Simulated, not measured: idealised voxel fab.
The process module that follows is named voxel fin reveal.
The width of the displayed cross-section, cut, is 185 nm; its cells are square, with a size of 5 nm.
In this document a cross-section is written as a grid of square cells. It is given as a series of bands, listed from the top down, and a band is one or more rows of cells.
Top height, bottom height, nm. Materials left to right, width each, nm. Single material + "all across" = fills band edge to edge. "air" = empty.
For the purposes of this specification, 0 denotes the height below which the wafer in its as-received condition is composed wholly of one material, and the lowermost band, lacking a lower limit, extends downward without end, as expressed in "0 -> down".
Graded width ("30->40"): value in top row of band = first number; value in bottom row = second number; row-to-row change constant.
It should be understood that the words "no alteration", when stated for a given step, signify that the cross-section underwent no change in any of its cells during that step.
Basically, "Sealed cavities" tells you about the enclosed voids: empty spaces with no open way to the top, 8 cells or bigger, each written width x height at distance, where distance is from the left edge, all in nm.
That trailing text on a step's line, after the settings, is the simulator's own remark on the step.
"overlay nm" denotes, for a step that has a mask, the displacement of the mask to the right of its planned place, with negative values corresponding to the left.

[Here's what the planned process steps look like]
1: RECEIVE,material Si
2: CONFORMAL_DEP,material SiN,thk nm 10
3: MASKED_ETCH,tone cover,mask id FINS,width nm 15,pitch nm 35,etch materials SiN,depth nm 10,overlay nm 0
4: MASKED_ETCH,tone cover,mask id FINS,width nm 15,pitch nm 35,etch materials Si,depth nm 40,overlay nm 0
5: FILL_DEP,material SiO2,thk nm 5
6: CMP,height nm 10
7: SELECTIVE_ETCH,etch materials SiO2,depth nm 30
8: STRIP,etch materials SiN
9: CONFORMAL_DEP,material HfO2,thk nm 5

[The first of the two wafers, which ran as planned]

[So this is the incoming wafer in cross-section - it's already been through step 1]
    0 -> down  Si all across
    Sealed cavities: none

[The following cross-section depicts the wafer upon completion of step 2]
    10 -> 0  SiN all across
    All layers under 0 are left as they were.

[The following cross-section depicts the wafer upon completion of step 3]
    10 -> 0  65 air / 15 SiN / 20 air / 15 SiN / 70 air
    All layers under 0 are left as they were.

[The following cross-section depicts the wafer upon completion of step 4]
    10 -> 0  65 air / 15 SiN / 20 air / 15 SiN / 70 air
    0 -> -40  65 air / 15 Si / 20 air / 15 Si / 70 air
    All layers under -40 are left as they were.

[The following cross-section depicts the wafer upon completion of step 5]
    15 -> 10  SiO2 all across
    10 -> 0  65 SiO2 / 15 SiN / 20 SiO2 / 15 SiN / 70 SiO2
    0 -> -40  65 SiO2 / 15 Si / 20 SiO2 / 15 Si / 70 SiO2
    All layers under -40 are left as they were.

[The following cross-section depicts the wafer upon completion of step 6]
    10 -> 0  65 SiO2 / 15 SiN / 20 SiO2 / 15 SiN / 70 SiO2
    All layers under 0 are left as they were.

[The following cross-section depicts the wafer upon completion of step 7]
    10 -> 0  65 air / 15 SiN / 20 air / 15 SiN / 70 air
    0 -> -20  65 air / 15 Si / 20 air / 15 Si / 70 air
    All layers under -20 are left as they were.

[The following cross-section depicts the wafer upon completion of step 8]
    0 -> -20  65 air / 15 Si / 20 air / 15 Si / 70 air
    All layers under -20 are left as they were.

[The following cross-section depicts the wafer upon completion of step 9]
    5 -> 0  60 air / 25 HfO2 / 10 air / 25 HfO2 / 65 air
    0 -> -15  60 air / 5 HfO2 / 15 Si / 5 HfO2 / 10 air / 5 HfO2 / 15 Si / 5 HfO2 / 65 air
    -15 -> -20  65 HfO2 / 15 Si / 20 HfO2 / 15 Si / 70 HfO2
    All layers under -20 are left as they were.

[The second wafer began exactly as the first did and followed the same plan, but one mistake was made while running it; through step 3 inclusive, the two wafers are identical]

[Cross-sectional representation of the second wafer at the time designated in the plan for the completion of step 4]
    10 -> 0  65 air / 15 SiN / 20 air / 15 SiN / 70 air
    0 -> -80  65 air / 15 Si / 20 air / 15 Si / 70 air
    All layers under -80 are left as they were.

[Cross-sectional representation of the second wafer at the time designated in the plan for the completion of step 5]
    15 -> 10  SiO2 all across
    10 -> 0  65 SiO2 / 15 SiN / 20 SiO2 / 15 SiN / 70 SiO2
    0 -> -80  65 SiO2 / 15 Si / 20 SiO2 / 15 Si / 70 SiO2
    All layers under -80 are left as they were.

[Cross-sectional representation of the second wafer at the time designated in the plan for the completion of step 6]
    10 -> 0  65 SiO2 / 15 SiN / 20 SiO2 / 15 SiN / 70 SiO2
    All layers under 0 are left as they were.

[Cross-sectional representation of the second wafer at the time designated in the plan for the completion of step 7]
    10 -> 0  65 air / 15 SiN / 20 air / 15 SiN / 70 air
    0 -> -20  65 air / 15 Si / 20 air / 15 Si / 70 air
    All layers under -20 are left as they were.

[Cross-sectional representation of the second wafer at the time designated in the plan for the completion of step 8]
    0 -> -20  65 air / 15 Si / 20 air / 15 Si / 70 air
    All layers under -20 are left as they were.

[Cross-sectional representation of the second wafer at the time designated in the plan for the completion of step 9]
    5 -> 0  60 air / 25 HfO2 / 10 air / 25 HfO2 / 65 air
    0 -> -15  60 air / 5 HfO2 / 15 Si / 5 HfO2 / 10 air / 5 HfO2 / 15 Si / 5 HfO2 / 65 air
    -15 -> -20  65 HfO2 / 15 Si / 20 HfO2 / 15 Si / 70 HfO2
    All layers under -20 are left as they were.
Diagnosis: step 4, plan: ran twice
It is noted that, at the conclusion of processing, the second wafer exhibits a higher or lower cell count for certain materials relative to the first: -248 Si | +248 SiO2
